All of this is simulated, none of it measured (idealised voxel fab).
You're looking at the process module voxel released beams.
The width of the displayed cross-section, cut, is 185 nm; its cells are square, with a size of 5 nm.
Heads up, the way a cross-section reads in here is a grid of square cells, handed over as bands from the top down, with every band being one or more rows of cells. For a band, the entry starts with two heights in nm, that of the top and then that of the bottom, and carries on with the band's materials in order from left to right, each alongside its width in nm; the word "throughout" beside a single material means it fills the band edge to edge, and "empty" means empty space. Convention: height 0 is the level below which the wafer, as received, is all one material. The lowest band does not terminate at the bottom but continues downward, represented as "0 and below". Width "30->40": first value at the band's top row of cells, second value at its bottom row, equal change from row to row. For the purposes of this document, the phrase "remains unaltered" attached to a step denotes that no cell within the cross-section was modified by that step. In "Closed void catalog" the enclosed voids are listed, meaning empty spaces of 8 cells or larger without any opening to the top. The form is width x height at distance, distance from the left edge, units nm. Whatever follows a step's settings on its line is a remark the simulator itself makes about that step. overlay nm: on a step with a mask, how far right of its planned place the mask lay; negative means left.

-- Process steps (planned)
- 1: RECEIVE with material Si
- 2: CONFORMAL_DEP with material SiN, thk nm 5
- 3: DIRECTIONAL_DEP with material SiO2, thk nm 10
- 4: MASKED_ETCH with tone open, mask id ANCHOR, width nm 45, etch materials SiO2, depth nm 10, overlay nm 0
- 5: CONFORMAL_DEP with material TiN, thk nm 15
- 6: DIRECTIONAL_DEP with material aC, thk nm 15
- 7: PATTERN with tone cover, mask id BEAM, material resist, width nm 120, thk nm 30, overlay nm 0
- 8: DIRECTIONAL_ETCH with etch materials aC, depth nm 15
- 9: STRIP with etch materials resist
- 10: DIRECTIONAL_ETCH with etch materials TiN, depth nm 15
- 11: STRIP with etch materials aC
- 12: STRIP with etch materials SiO2

-- On the first of the two wafers: run conducted according to plan

-- Step 1 complete: cross-section of the wafer as received
	0 and below = Si throughout
	Closed void catalog: none

-- Wafer xsec, post step 2
	5 down to 0 = SiN throughout
	Under 0: no change, same as before.

-- Wafer xsec, post step 3
	15 down to 5 = SiO2 throughout
	Under 5: no change, same as before.

-- Wafer xsec, post step 4
	15 down to 5 = 35 nm SiO2, then 45 nm empty, then 105 nm SiO2
	Under 5: no change, same as before.

-- Wafer xsec, post step 5
	30 down to 20 = 50 nm TiN, then 15 nm empty, then 120 nm TiN
	20 down to 15 = TiN throughout
	15 down to 5 = 35 nm SiO2, then 45 nm TiN, then 105 nm SiO2
	Under 5: no change, same as before.

-- Wafer xsec, post step 6
	45 down to 35 = 50 nm aC, then 15 nm empty, then 120 nm aC
	35 down to 30 = aC throughout
	30 down to 20 = 50 nm TiN, then 15 nm aC, then 120 nm TiN
	Under 20: no change, same as before.

-- Wafer xsec, post step 7
	75 down to 45 = 30 nm empty, then 120 nm resist, then 35 nm empty
	45 down to 35 = 50 nm aC, then 15 nm resist, then 120 nm aC
	Under 35: no change, same as before.

-- Wafer xsec, post step 8
	60 down to 45 = 30 nm empty, then 120 nm resist, then 35 nm empty
	45 down to 35 = 30 nm empty, then 20 nm aC, then 15 nm resist, then 85 nm aC, then 35 nm empty
	35 down to 30 = 30 nm empty, then 120 nm aC, then 35 nm empty
	Under 30: no change, same as before.

-- Wafer xsec, post step 9
	45 down to 35 = 30 nm empty, then 20 nm aC, then 15 nm empty, then 85 nm aC, then 35 nm empty
	Under 35: no change, same as before.

-- Wafer xsec, post step 10
	45 down to 35 = 30 nm empty, then 20 nm aC, then 15 nm empty, then 85 nm aC, then 35 nm empty
	35 down to 30 = 30 nm empty, then 120 nm aC, then 35 nm empty
	30 down to 20 = 30 nm empty, then 20 nm TiN, then 15 nm aC, then 85 nm TiN, then 35 nm empty
	20 down to 15 = 30 nm empty, then 120 nm TiN, then 35 nm empty
	Under 15: no change, same as before.

-- Wafer xsec, post step 11
	30 down to 20 = 30 nm empty, then 20 nm TiN, then 15 nm empty, then 85 nm TiN, then 35 nm empty
	Under 20: no change, same as before.

-- Wafer xsec, post step 12
	30 down to 20 = 30 nm empty, then 20 nm TiN, then 15 nm empty, then 85 nm TiN, then 35 nm empty
	20 down to 15 = 30 nm empty, then 120 nm TiN, then 35 nm empty
	15 down to 5 = 35 nm empty, then 45 nm TiN, then 105 nm empty
	Under 5: no change, same as before.

-- Notes, second wafer: start = first wafer's, plan = first wafer's, execution had one mistake; history identical to first through step 3

-- Second wafer at the planned finish of step 4, seen in cross-section
	15 down to 5 = 35 nm SiO2, then 50 nm empty, then 100 nm SiO2
	Under 5: no change, same as before.

-- Second wafer at the planned finish of step 5, seen in cross-section
	30 down to 20 = 50 nm TiN, then 20 nm empty, then 115 nm TiN
	20 down to 15 = TiN throughout
	15 down to 5 = 35 nm SiO2, then 50 nm TiN, then 100 nm SiO2
	Under 5: no change, same as before.

-- Second wafer at the planned finish of step 6, seen in cross-section
	45 down to 35 = 50 nm aC, then 20 nm empty, then 115 nm aC
	35 down to 30 = aC throughout
	30 down to 20 = 50 nm TiN, then 20 nm aC, then 115 nm TiN
	Under 20: no change, same as before.

-- Second wafer at the planned finish of step 7, seen in cross-section
	75 down to 45 = 30 nm empty, then 120 nm resist, then 35 nm empty
	45 down to 35 = 50 nm aC, then 20 nm resist, then 115 nm aC
	Under 35: no change, same as before.

-- Second wafer at the planned finish of step 8, seen in cross-section
	60 down to 45 = 30 nm empty, then 120 nm resist, then 35 nm empty
	45 down to 35 = 30 nm empty, then 20 nm aC, then 20 nm resist, then 80 nm aC, then 35 nm empty
	35 down to 30 = 30 nm empty, then 120 nm aC, then 35 nm empty
	Under 30: no change, same as before.

-- Second wafer at the planned finish of step 9, seen in cross-section
	45 down to 35 = 30 nm empty, then 20 nm aC, then 20 nm empty, then 80 nm aC, then 35 nm empty
	Under 35: no change, same as before.

-- Second wafer at the planned finish of step 10, seen in cross-section
	45 down to 35 = 30 nm empty, then 20 nm aC, then 20 nm empty, then 80 nm aC, then 35 nm empty
	35 down to 30 = 30 nm empty, then 120 nm aC, then 35 nm empty
	30 down to 20 = 30 nm empty, then 20 nm TiN, then 20 nm aC, then 80 nm TiN, then 35 nm empty
	20 down to 15 = 30 nm empty, then 120 nm TiN, then 35 nm empty
	Under 15: no change, same as before.

-- Second wafer at the planned finish of step 11, seen in cross-section
	30 down to 20 = 30 nm empty, then 20 nm TiN, then 20 nm empty, then 80 nm TiN, then 35 nm empty
	Under 20: no change, same as before.

-- Second wafer at the planned finish of step 12, seen in cross-section
	30 down to 20 = 30 nm empty, then 20 nm TiN, then 20 nm empty, then 80 nm TiN, then 35 nm empty
	20 down to 15 = 30 nm empty, then 120 nm TiN, then 35 nm empty
	15 down to 5 = 35 nm empty, then 50 nm TiN, then 100 nm empty
	Under 5: no change, same as before.
what went wrong: heads up, step 4 didn't go per plan, it actually ran as MASKED_ETCH with tone open, mask id ANCHOR, width nm 50, etch materials SiO2, depth nm 10, overlay nm 0
When the process is done, the second wafer contains the same cell count of every material as the first wafer, but distributed over other locations.
